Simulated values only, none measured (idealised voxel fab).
Process module name: voxel capacitor over wiring
cross-section cut | 210 nm wide | cells 5 nm
This document writes a cross-section as a grid whose cells are square, and gives it as bands, listed from the top down; one or more rows of cells form a band. A band entry consists of two parts. The first gives the height of the band's top and the height of its bottom, in nm. The rest lists the band's materials from left to right, each with its width in nm. A single material labelled with the word "everywhere" fills the band from edge to edge, and the word "empty" marks empty space. Measure heights from 0. That's the level where, below it, the as-received wafer is all one material. The lowest band is bottomless and extends downward; write it as in "0 down". The width entry "30..40" should be interpreted row by row: the top row of cells in the band takes the first number, the bottom row takes the second number, and the change between adjacent rows is uniform throughout. Where the words "everything unchanged" appear for a step, the cross-section shows no cell changed by that step; every cell remained as before. Reported under the label "Tabulated closed voids" are the empty spaces having no open way to the top and comprising 8 cells or more; the notation for each is width x height at distance, in which the distance is measured from the left edge and all three values are in nm. It should be noted that, on the line of a given step, the content following the step's settings is a remark produced by the simulator itself with respect to that step. overlay nm: for a step with a mask, the amount by which the mask lay right of where it was planned; a negative amount means left of it.
## Listed below are the process steps as planned
1) RECEIVE | material Si
2) CONFORMAL_DEP | material SiO2 | thk nm 10
3) CONFORMAL_DEP | material SiCN | thk nm 5
4) DIRECTIONAL_DEP | material SiO2 | thk nm 25
5) PATTERN | tone open | mask id METAL_1 | material resist | width nm 25 | pitch nm 80 | thk nm 20 | overlay nm 0
6) DIRECTIONAL_ETCH | etch materials SiO2 | depth nm 25
7) DIRECTIONAL_ETCH | etch materials SiCN | depth nm 5
8) STRIP | etch materials resist
9) CONFORMAL_DEP | material TiN | thk nm 5
10) FILL_DEP | material Ru | thk nm 10
11) CMP | height nm 40
12) CONFORMAL_DEP | material SiCN | thk nm 5
13) DIRECTIONAL_DEP | material lowk | thk nm 15
14) PATTERN | tone open | mask id PLUG_1 | material resist | width nm 15 | thk nm 15 | overlay nm 0
15) DIRECTIONAL_ETCH | etch materials lowk | depth nm 15
16) DIRECTIONAL_ETCH | etch materials SiCN | depth nm 5
17) STRIP | etch materials resist
18) EPI | material Ru | thk nm 10
19) EPI | material Ru | thk nm 10
20) DIRECTIONAL_DEP | material TiN | thk nm 10
21) DIRECTIONAL_DEP | material Al2O3 | thk nm 5
22) DIRECTIONAL_DEP | material TiN | thk nm 10
23) DIRECTIONAL_DEP | material aC | thk nm 10
24) PATTERN | tone cover | mask id UPPER_PLATE | material resist | width nm 60 | thk nm 25 | overlay nm 0
25) DIRECTIONAL_ETCH | etch materials aC | depth nm 10
26) STRIP | etch materials resist
27) DIRECTIONAL_ETCH | etch materials TiN | depth nm 10
28) DIRECTIONAL_ETCH | etch materials Al2O3 | depth nm 5
29) STRIP | etch materials aC
30) DIRECTIONAL_DEP | material aC | thk nm 15
31) PATTERN | tone cover | mask id LOWER_PLATE | material resist | width nm 70 | thk nm 30 | overlay nm 0
32) DIRECTIONAL_ETCH | etch materials aC | depth nm 15
33) STRIP | etch materials resist
34) DIRECTIONAL_ETCH | etch materials TiN | depth nm 10
35) STRIP | etch materials aC
36) FILL_DEP | material SiO2 | thk nm 15
37) CMP | height nm 95
38) DIRECTIONAL_DEP | material aC | thk nm 10
39) PATTERN | tone open | mask id PLUG_2 | material resist | width nm 15 | thk nm 25 | overlay nm 0
40) DIRECTIONAL_ETCH | etch materials aC | depth nm 10
41) STRIP | etch materials resist
42) DIRECTIONAL_ETCH | etch materials SiO2 | depth nm 10
43) STRIP | etch materials aC
44) CONFORMAL_DEP | material TiN | thk nm 5
45) FILL_DEP | material Cu | thk nm 5
46) CMP | height nm 95
47) CONFORMAL_DEP | material SiN | thk nm 5
## Cross-section of the wafer upon arrival, representing the state reached after step 1
    0 down | Si everywhere
    Tabulated closed voids: none
## Result of the module, cross-sectioned: start per above, plan per above, one error in how it was run
    100 to 95 | SiN everywhere
    95 to 90 | SiO2=70, TiN=5, Cu=5, TiN=5, SiO2=125
    90 to 85 | SiO2=70, TiN=15, SiO2=125
    85 to 75 | SiO2=60, TiN=60, SiO2=90
    75 to 70 | SiO2=60, Al2O3=60, SiO2=90
    70 to 65 | SiO2=55, TiN=70, SiO2=85
    65 to 60 | TiN everywhere
    60 to 45 | lowk=60, Ru=15, lowk=135
    45 to 40 | SiCN=60, Ru=15, SiCN=135
    40 to 15 | SiO2=50, TiN=5, Ru=15, TiN=5, SiO2=55, TiN=5, Ru=15, TiN=5, SiO2=55
    15 to 10 | SiCN=50, TiN=25, SiCN=55, TiN=25, SiCN=55
    10 to 0 | SiO2 everywhere
    0 down | Si everywhere
    Tabulated closed voids: none
Heads up, the wafer didn't run the way we planned it: off-plan run, step 34, actual operation and settings DIRECTIONAL_ETCH | etch materials TiN | depth nm 5
